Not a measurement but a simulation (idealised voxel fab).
The following process module bears the name voxel double patterning.
Each square cell in cross-section cut measures 5 nm, and the section as a whole is 150 nm wide.
Think of the cross-section as a grid of square cells. We describe it in bands, top to bottom, and each band covers one or more rows of those cells.
Band entry format. Leading values: height of top, height of bottom, nm. Remainder: materials in left-to-right order, each with its width in nm. Special words: "edge to edge" on a single material, which then fills the band edge to edge; "air", empty space.
Heights are measured from 0, the level below which the as-received wafer is all one material; the lowest band has no bottom and continues downward, written as in "0 down".
The width entry "30..40" should be interpreted row by row: the top row of cells in the band takes the first number, the bottom row takes the second number, and the change between adjacent rows is uniform throughout.
It should be understood that the words "no alterations made", when stated for a given step, signify that the cross-section underwent no change in any of its cells during that step.
In "Enclosed void inventory" the enclosed voids are listed, meaning empty spaces of 8 cells or larger without any opening to the top. The form is width x height at distance, distance from the left edge, units nm.
The remark found on a step's line after its settings is issued by the simulator itself and pertains to that step.
overlay nm: where the mask lay relative to plan, measured to the right, on steps with a mask; negatives go left.

Steps in the process plan
step 1: RECEIVE [material Si]
step 2: CONFORMAL_DEP [material SiO2] [thk nm 10]
step 3: DIRECTIONAL_DEP [material TiN] [thk nm 10]
step 4: DIRECTIONAL_DEP [material SiN] [thk nm 5]
step 5: MASKED_ETCH [tone open] [mask id FIRST] [width nm 15] [pitch nm 50] [etch materials SiN] [depth nm 5] [overlay nm 0]
step 6: DIRECTIONAL_DEP [material aC] [thk nm 15]
step 7: PATTERN [tone open] [mask id SECOND] [material resist] [width nm 15] [pitch nm 50] [thk nm 35] [overlay nm 0]
step 8: DIRECTIONAL_ETCH [etch materials aC] [depth nm 5]
step 9: STRIP [etch materials resist]
step 10: DIRECTIONAL_ETCH [etch materials SiN] [depth nm 5]
step 11: STRIP [etch materials aC]
step 12: DIRECTIONAL_ETCH [etch materials TiN] [depth nm 10]
step 13: STRIP [etch materials SiN]
All wafers enter the flow in the same state. The depth nm at step 8 differs from wafer to wafer, and the plan gives the value for the first wafer.

Step 1 complete: as-received cross-section of the first of several wafers
* 0 down = Si edge to edge
* Enclosed void inventory: none

Below: a row per wafer. Contents at end of module: for every material, cells gained since receipt (+) or lost since receipt (-); then closed voids
depth nm 5, +60 SiO2, +42 TiN, Enclosed void inventory: none
depth nm 10, +60 SiO2, +42 TiN, Enclosed void inventory: none
depth nm 15, +60 SiO2, +30 TiN, Enclosed void inventory: none
depth nm 20, +60 SiO2, +30 TiN, Enclosed void inventory: none
depth nm 25, +60 SiO2, +30 TiN, Enclosed void inventory: none
depth nm 30, +60 SiO2, +30 TiN, Enclosed void inventory: none
